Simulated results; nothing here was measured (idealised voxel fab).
Presented below is a process module, voxel plated lines.
Displayed cross-section: cut, width of 155 nm, square cells sized 5 nm.
In what follows, cross-sections appear as grids of square cells, described through bands that run from the top down, where every band is one or more rows of cells.
Within each band entry, the heights of the top and of the bottom of the band appear first, in that order and in nm; the materials of the band then follow from left to right, each with its corresponding width in nm. The designation "full width" on a single material indicates that it fills the band from edge to edge; the designation "air" indicates empty space.
Heights are expressed relative to 0, this being the level below which the as-received wafer comprises one material exclusively. The lowest band is unbounded in the downward direction and is denoted as in "0 and below".
You'd read "30 to 40" like this: the band's top row of cells is as wide as the first number, its bottom row is as wide as the second, and going down, every row changes width by the same amount as the row before did.
Any step labelled "no modifications" changed none of the cells in the cross-section.
Basically, "Unvented internal voids" tells you about the enclosed voids: empty spaces with no open way to the top, 8 cells or bigger, each written width x height at distance, where distance is from the left edge, all in nm.
Note: text after step settings on the step line = simulator remark on that step.
On any step carrying a mask, the "overlay nm" setting, if present on the step's line, tells how far right of its planned place the mask lay; negative values point to the left.

So here's the lineup of process steps we planned
1. RECEIVE: material Si
2. CONFORMAL_DEP: material SiN, thk nm 15
3. DIRECTIONAL_DEP: material TiN, thk nm 5
4. PATTERN: tone open, mask id LINES, material resist, width nm 25, pitch nm 40, thk nm 25, overlay nm 0
5. EPI: material Ru, thk nm 10
6. EPI: material Ru, thk nm 5
7. STRIP: etch materials resist
8. DIRECTIONAL_ETCH: etch materials TiN, depth nm 5
9. CONFORMAL_DEP: material SiO2, thk nm 10

The cross-section here shows the wafer as received, i.e. in its state after step 1
0 and below = Si full width
Unvented internal voids: none

Module complete, cross-section. Starting point and plan per above. One mistake made in running the module
45 down to 35 = SiO2 55, then air 5, then SiO2 35, then air 5, then SiO2 55
35 down to 25 = Ru 45, then SiO2 10, then air 5, then SiO2 10, then Ru 15, then SiO2 10, then air 5, then SiO2 10, then Ru 45
25 down to 20 = Ru 45, then SiO2 25, then Ru 15, then SiO2 25, then Ru 45
20 down to 15 = TiN 45, then SiO2 25, then TiN 15, then SiO2 25, then TiN 45
15 down to 0 = SiN full width
0 and below = Si full width
Unvented internal voids: none
Plan not followed: off-plan run, step 4, actual operation and settings PATTERN: tone cover, mask id LINES, material resist, width nm 25, pitch nm 40, thk nm 25, overlay nm 0
